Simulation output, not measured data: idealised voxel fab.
Proc. module: voxel transistor to metal
Square cells of 5 nm make up the cross-section cut, whose width is 290 nm.
Each cross-section below is a grid of square cells, stated as bands in top-down order, with one or more rows of cells making up each band.
The band entry comprises the height of the band's top followed by the height of its bottom, expressed in nm, and subsequently the band's materials from left to right, each stated together with its width in nm. Where a single material is marked with the word "edge to edge", that material fills the band from edge to edge. The word "empty" represents empty space.
All heights in this document are referenced to 0, defined as the level beneath which the wafer, as received, consists entirely of one material. The lowest band is not bounded below; it extends indefinitely downward and is written in the form "z 0 and below".
It should be noted that a width expressed as "30->40" varies in equal increments from row to row of cells within the band, taking the value of the first number at the top row and that of the second number at the bottom row.
The designation "changes: none", where it is given for a processing step, indicates that no cell of the cross-section was altered in the course of that step.
Closed-off voids of 8+ cells (no open route to the top) go in "Trapped voids", written width x height at distance from the left edge, in nm.
Post-settings text on a step line: simulator's own remark regarding the step.
"overlay nm", when on a step's line for a step with a mask, measures how far to the right of its planned place the mask lay; a negative measure means to the left.

THE PLANNED PROCESS STEPS ARE ENUMERATED HEREUNDER
step 1: RECEIVE: material Si
step 2: OXIDIZE: depth nm 5
step 3: CONFORMAL_DEP: material SiN, thk nm 10
step 4: PATTERN: tone cover, mask id ACTIVE, material resist, width nm 100, pitch nm 125, thk nm 20, overlay nm 0
step 5: DIRECTIONAL_ETCH: etch materials SiN, depth nm 10
step 6: DIRECTIONAL_ETCH: etch materials SiO2, depth nm 5
step 7: DIRECTIONAL_ETCH: etch materials Si, depth nm 20
step 8: STRIP: etch materials resist
step 9: FILL_DEP: material SiO2, thk nm 15
step 10: CMP: height nm 10
step 11: SELECTIVE_ETCH: etch materials SiO2, depth nm 10
step 12: STRIP: etch materials SiN
step 13: SELECTIVE_ETCH: etch materials SiO2, depth nm 5
step 14: OXIDIZE: depth nm 5
step 15: DIRECTIONAL_DEP: material polySi, thk nm 25
step 16: DIRECTIONAL_DEP: material SiCN, thk nm 10
step 17: DIRECTIONAL_DEP: material aC, thk nm 15
step 18: PATTERN: tone cover, mask id GATE, material resist, width nm 20, pitch nm 125, thk nm 35, overlay nm 0
step 19: DIRECTIONAL_ETCH: etch materials aC, depth nm 15
step 20: STRIP: etch materials resist
step 21: DIRECTIONAL_ETCH: etch materials SiCN, depth nm 20
step 22: DIRECTIONAL_ETCH: etch materials polySi, depth nm 35
step 23: STRIP: etch materials aC
step 24: CONFORMAL_DEP: material SiN, thk nm 10
step 25: DIRECTIONAL_ETCH: etch materials SiN, depth nm 10
step 26: DIRECTIONAL_ETCH: etch materials SiO2, depth nm 5
step 27: EPI: material SiGe, thk nm 5
step 28: FILL_DEP: material SiO2, thk nm 5
step 29: CMP: height nm 30
step 30: DIRECTIONAL_DEP: material SiO2, thk nm 15
step 31: PATTERN: tone open, mask id CONTACT, material resist, width nm 25, thk nm 15, overlay nm 0
step 32: DIRECTIONAL_ETCH: etch materials SiO2, depth nm 50
step 33: STRIP: etch materials resist
step 34: CONFORMAL_DEP: material TiN, thk nm 5
step 35: FILL_DEP: material W, thk nm 10
step 36: CMP: height nm 45
step 37: DIRECTIONAL_DEP: material TiN, thk nm 5
step 38: DIRECTIONAL_DEP: material W, thk nm 20
step 39: DIRECTIONAL_DEP: material aC, thk nm 15
step 40: PATTERN: tone cover, mask id METAL_1, material resist, width nm 15, thk nm 30, overlay nm 0
step 41: DIRECTIONAL_ETCH: etch materials aC, depth nm 15
step 42: STRIP: etch materials resist
step 43: DIRECTIONAL_ETCH: etch materials W, depth nm 20
step 44: DIRECTIONAL_ETCH: etch materials TiN, depth nm 5
step 45: STRIP: etch materials aC
step 46: CONFORMAL_DEP: material SiN, thk nm 5
step 47: FILL_DEP: material SiO2, thk nm 5
step 48: CMP: height nm 70
step 49: CONFORMAL_DEP: material SiN, thk nm 5

AS-RECEIVED STATE OF THE WAFER IN CROSS-SECTION, EQUIVALENT TO POST-STEP 1
    z 0 and below: Si edge to edge
    Trapped voids: none

STARTING STRUCTURE AND PROCESS PLAN ARE AS SHOWN ABOVE, BUT ONE MISTAKE WAS MADE IN RUNNING THE MODULE; THE WAFER CROSS-SECTION AT THE END OF THE MODULE FOLLOWS
    z 75 to 70: SiN edge to edge
    z 70 to 50: SiO2=35, then SiN=5, then W=15, then SiN=5, then SiO2=40, then SiN=5, then W=15, then SiN=5, then SiO2=35, then SiN=5, then W=15, then SiN=5, then SiO2=40, then SiN=5, then W=15, then SiN=5, then SiO2=40
    z 50 to 45: SiN=40, then TiN=15, then SiN=50, then TiN=15, then SiN=45, then TiN=15, then SiN=50, then TiN=15, then SiN=45
    z 45 to 35: SiO2=40, then TiN=5, then W=15, then TiN=5, then SiO2=30, then TiN=5, then W=15, then TiN=5, then SiO2=45, then TiN=5, then W=15, then TiN=5, then SiO2=30, then TiN=5, then W=15, then TiN=5, then SiO2=45
    z 35 to 30: SiO2=40, then TiN=5, then W=10, then TiN=10, then SiO2=30, then TiN=10, then W=10, then TiN=5, then SiO2=45, then TiN=5, then W=10, then TiN=10, then SiO2=30, then TiN=10, then W=10, then TiN=5, then SiO2=45
    z 30 to 20: SiO2=40, then TiN=5, then W=10, then TiN=5, then SiN=10, then SiCN=20, then SiN=10, then TiN=5, then W=10, then TiN=5, then SiO2=45, then TiN=5, then W=10, then TiN=5, then SiN=10, then SiCN=20, then SiN=10, then TiN=5, then W=10, then TiN=5, then SiO2=45
    z 20 to 15: SiO2=40, then TiN=5, then W=10, then TiN=5, then SiN=10, then polySi=20, then SiN=10, then TiN=5, then W=10, then TiN=5, then SiO2=45, then TiN=5, then W=10, then TiN=5, then SiN=10, then polySi=20, then SiN=10, then TiN=5, then W=10, then TiN=5, then SiO2=45
    z 15 to 10: SiO2=40, then TiN=20, then SiN=10, then polySi=20, then SiN=10, then TiN=20, then SiO2=45, then TiN=20, then SiN=10, then polySi=20, then SiN=10, then TiN=20, then SiO2=45
    z 10 to -5: SiO2=60, then SiN=10, then polySi=20, then SiN=10, then SiO2=85, then SiN=10, then polySi=20, then SiN=10, then SiO2=65
    z -5 to -10: SiO2=25, then SiGe=35, then SiO2=40, then SiGe=35, then SiO2=15, then SiGe=35, then SiO2=40, then SiGe=35, then SiO2=30
    z -10 to -25: SiO2=30, then Si=100, then SiO2=25, then Si=100, then SiO2=35
    z -25 and below: Si edge to edge
    Trapped voids: none
What went wrong in running the wafer? step 30 in the plan was executed twice
